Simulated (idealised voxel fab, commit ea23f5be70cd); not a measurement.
The document below concerns the process module designated voxel capacitor over wiring.
Pictured: cross-section cut, 190 nm wide, on a grid of 5 nm square cells.
In this document a cross-section is written as a grid of square cells. It is given as a series of bands, listed from the top down, and a band is one or more rows of cells.
Quick guide to a band line: top height, bottom height (nm) up front; then every material left to right with its width in nm. Only one material and it's marked "all across"? Then it fills the band edge to edge. And "air" just means empty space.
Heads up on the height convention: 0 is the point under which the incoming wafer is all one material, and the lowest band has no bottom, it just keeps going down, like "0 -> down".
Top row gets the first number, bottom row gets the second, and each row in between changes by the same step: that is how a band width like "30->40" works.
It should be understood that the words "no modifications", when stated for a given step, signify that the cross-section underwent no change in any of its cells during that step.
"Completely enclosed voids": empty spaces of 8 cells or more with no open way to the top, each given as width x height at distance, distance from the left edge, all in nm.
Step line, after settings: the simulator's comment on this step.
Among the settings permitted on a step's line is "overlay nm"; applied to a step with a mask, it specifies the extent to which the mask lay to the right of its planned position, whereas a negative figure signifies a position to the left.

**Intended process steps**
1,RECEIVE, material Si
2,CONFORMAL_DEP, material SiO2, thk nm 15
3,DIRECTIONAL_DEP, material TiN, thk nm 5
4,DIRECTIONAL_DEP, material Ru, thk nm 15
5,PATTERN, tone cover, mask id METAL_1, material resist, width nm 30, pitch nm 95, thk nm 20, overlay nm 0
6,DIRECTIONAL_ETCH, etch materials Ru, depth nm 15
7,DIRECTIONAL_ETCH, etch materials TiN, depth nm 5
8,STRIP, etch materials resist
9,FILL_DEP, material lowk, thk nm 5
10,CMP, height nm 35
11,CONFORMAL_DEP, material SiCN, thk nm 5
12,DIRECTIONAL_DEP, material SiO2, thk nm 20
13,DIRECTIONAL_DEP, material aC, thk nm 10
14,PATTERN, tone open, mask id PLUG_1, material resist, width nm 15, thk nm 25, overlay nm 0
15,DIRECTIONAL_ETCH, etch materials aC, depth nm 10
16,STRIP, etch materials resist
17,DIRECTIONAL_ETCH, etch materials SiO2, depth nm 20
18,DIRECTIONAL_ETCH, etch materials SiCN, depth nm 5
19,STRIP, etch materials aC
20,EPI, material Ru, thk nm 10
21,EPI, material Ru, thk nm 10
22,EPI, material Ru, thk nm 5
23,DIRECTIONAL_DEP, material TiN, thk nm 5
24,DIRECTIONAL_DEP, material Al2O3, thk nm 5
25,DIRECTIONAL_DEP, material TiN, thk nm 10
26,DIRECTIONAL_DEP, material aC, thk nm 10
27,PATTERN, tone cover, mask id UPPER_PLATE, material resist, width nm 70, thk nm 25, overlay nm 0
28,DIRECTIONAL_ETCH, etch materials aC, depth nm 10
29,STRIP, etch materials resist
30,DIRECTIONAL_ETCH, etch materials TiN, depth nm 10
31,DIRECTIONAL_ETCH, etch materials Al2O3, depth nm 5
32,STRIP, etch materials aC
33,DIRECTIONAL_DEP, material aC, thk nm 15
34,PATTERN, tone cover, mask id LOWER_PLATE, material resist, width nm 80, thk nm 35, overlay nm 0
35,DIRECTIONAL_ETCH, etch materials aC, depth nm 15
36,STRIP, etch materials resist
37,DIRECTIONAL_ETCH, etch materials TiN, depth nm 5
38,STRIP, etch materials aC
39,FILL_DEP, material SiO2, thk nm 15
40,CMP, height nm 90
41,MASKED_ETCH, tone open, mask id PLUG_2, width nm 15, etch materials SiO2, depth nm 10, overlay nm 0
42,CONFORMAL_DEP, material TiN, thk nm 5
43,FILL_DEP, material W, thk nm 10
44,CMP, height nm 90
45,CONFORMAL_DEP, material SiCN, thk nm 5

**Wafer at receipt (post step 1), cross-section**
	0 -> down | Si all across
	Completely enclosed voids: none

**Cross-sectional image of the first of two wafers at the end of the module, the run having proceeded as planned**
	95 -> 90 | SiCN all across
	90 -> 85 | SiO2: 55 / TiN: 5 / W: 5 / TiN: 5 / SiO2: 120
	85 -> 80 | SiO2: 55 / TiN: 15 / SiO2: 120
	80 -> 70 | SiO2: 45 / TiN: 70 / SiO2: 75
	70 -> 65 | SiO2: 45 / Al2O3: 70 / SiO2: 75
	65 -> 60 | SiO2: 40 / TiN: 80 / SiO2: 70
	60 -> 40 | SiO2: 45 / Ru: 15 / SiO2: 130
	40 -> 35 | SiCN: 45 / Ru: 15 / SiCN: 130
	35 -> 20 | lowk: 30 / Ru: 30 / lowk: 65 / Ru: 30 / lowk: 35
	20 -> 15 | lowk: 30 / TiN: 30 / lowk: 65 / TiN: 30 / lowk: 35
	15 -> 0 | SiO2 all across
	0 -> down | Si all across
	Completely enclosed voids: none

**Second wafer cross-section at end of module - shared start and plan with the first, one mistake in the run**
	95 -> 90 | SiCN all across
	90 -> 85 | SiO2: 55 / TiN: 5 / W: 10 / TiN: 5 / SiO2: 115
	85 -> 80 | SiO2: 55 / TiN: 20 / SiO2: 115
	80 -> 70 | SiO2: 45 / TiN: 70 / SiO2: 75
	70 -> 65 | SiO2: 45 / Al2O3: 70 / SiO2: 75
	65 -> 60 | SiO2: 40 / TiN: 80 / SiO2: 70
	60 -> 40 | SiO2: 45 / Ru: 15 / SiO2: 130
	40 -> 35 | SiCN: 45 / Ru: 15 / SiCN: 130
	35 -> 20 | lowk: 30 / Ru: 30 / lowk: 65 / Ru: 30 / lowk: 35
	20 -> 15 | lowk: 30 / TiN: 30 / lowk: 65 / TiN: 30 / lowk: 35
	15 -> 0 | SiO2 all across
	0 -> down | Si all across
	Completely enclosed voids: none
What was done differently from what was planned? contrary to plan, step 41 was performed as MASKED_ETCH, tone open, mask id PLUG_2, width nm 20, etch materials SiO2, depth nm 10, overlay nm 0
Final difference in cells, second wafer against first, listed per material as more or fewer: SiO2 -2, TiN +1, W +1
